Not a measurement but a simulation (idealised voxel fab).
process module | voxel ribs on slabs
cross-section cut | 215 nm wide | cells 5 nm
A cross-section is a grid of square cells, given in bands from the top down. A band is one or more rows of cells.
Each band's line starts with the height of the band's top and of its bottom, in nm. Then come its materials from left to right, each with its width in nm. One material with "throughout" fills the band from edge to edge. "air" is empty space.
Height 0 is the level under which the wafer as received is all one material. The lowest band goes on downwards, as in "0 down".
A width such as "30 to 40" changes by the same amount from each row of cells to the next, from the band's top row to its bottom row.
"no change" after a step means that no cell of the cross-section changed.
closed voids: empty space of 8 cells or more with no open way to the top, each as width x height at its distance from the left edge, in nm
after a step's settings: what the simulator itself notes on the step
overlay nm, on a step with a mask: how far to the right of its planned place the mask lay; to the left if negative
plan
1 op RECEIVE | material Si
2 op DIRECTIONAL_DEP | material SiO2 | thk nm 25
3 op DIRECTIONAL_DEP | material SiN | thk nm 25
4 op MASKED_ETCH | tone cover | mask id RIB | width nm 30 | etch materials SiN | depth nm 15 | overlay nm 0
5 op DIRECTIONAL_DEP | material aC | thk nm 15
6 op PATTERN | tone cover | mask id SLAB | material resist | width nm 60 | thk nm 35 | overlay nm 0
7 op DIRECTIONAL_ETCH | etch materials aC | depth nm 15
8 op STRIP | etch materials resist
9 op DIRECTIONAL_ETCH | etch materials SiN | depth nm 10
10 op STRIP | etch materials aC
11 op FILL_DEP | material SiO2 | thk nm 25
12 op CMP | height nm 70
13 op DIRECTIONAL_DEP | material W | thk nm 10
14 op PATTERN | tone cover | mask id HEATER | material resist | width nm 40 | thk nm 20 | overlay nm 0
15 op DIRECTIONAL_ETCH | etch materials W | depth nm 10
16 op STRIP | etch materials resist
17 op CONFORMAL_DEP | material SiO2 | thk nm 5
as received, after step 1
  0 down: Si throughout
  closed voids: none
first wafer at the end, as planned
  85 to 80: air 80 | SiO2 50 | air 85
  80 to 75: air 80 | SiO2 5 | W 40 | SiO2 5 | air 85
  75 to 70: SiO2 85 | W 40 | SiO2 90
  70 to 50: SiO2 throughout
  50 to 35: SiO2 90 | SiN 30 | SiO2 95
  35 to 25: SiO2 75 | SiN 60 | SiO2 80
  25 to 0: SiO2 throughout
  0 down: Si throughout
  closed voids: none
second wafer at the end: like start, like plan, one mistake
  85 to 80: SiO2 throughout
  80 to 70: aC throughout
  70 to 50: SiO2 throughout
  50 to 35: SiO2 90 | SiN 30 | SiO2 95
  35 to 25: SiO2 75 | SiN 60 | SiO2 80
  25 to 0: SiO2 throughout
  0 down: Si throughout
  closed voids: none
what went wrong: step 13 ran as: op DIRECTIONAL_DEP | material aC | thk nm 10
at the end the second wafer has, in cells: 4 fewer of SiO2 | 16 fewer of W | 86 more of aC
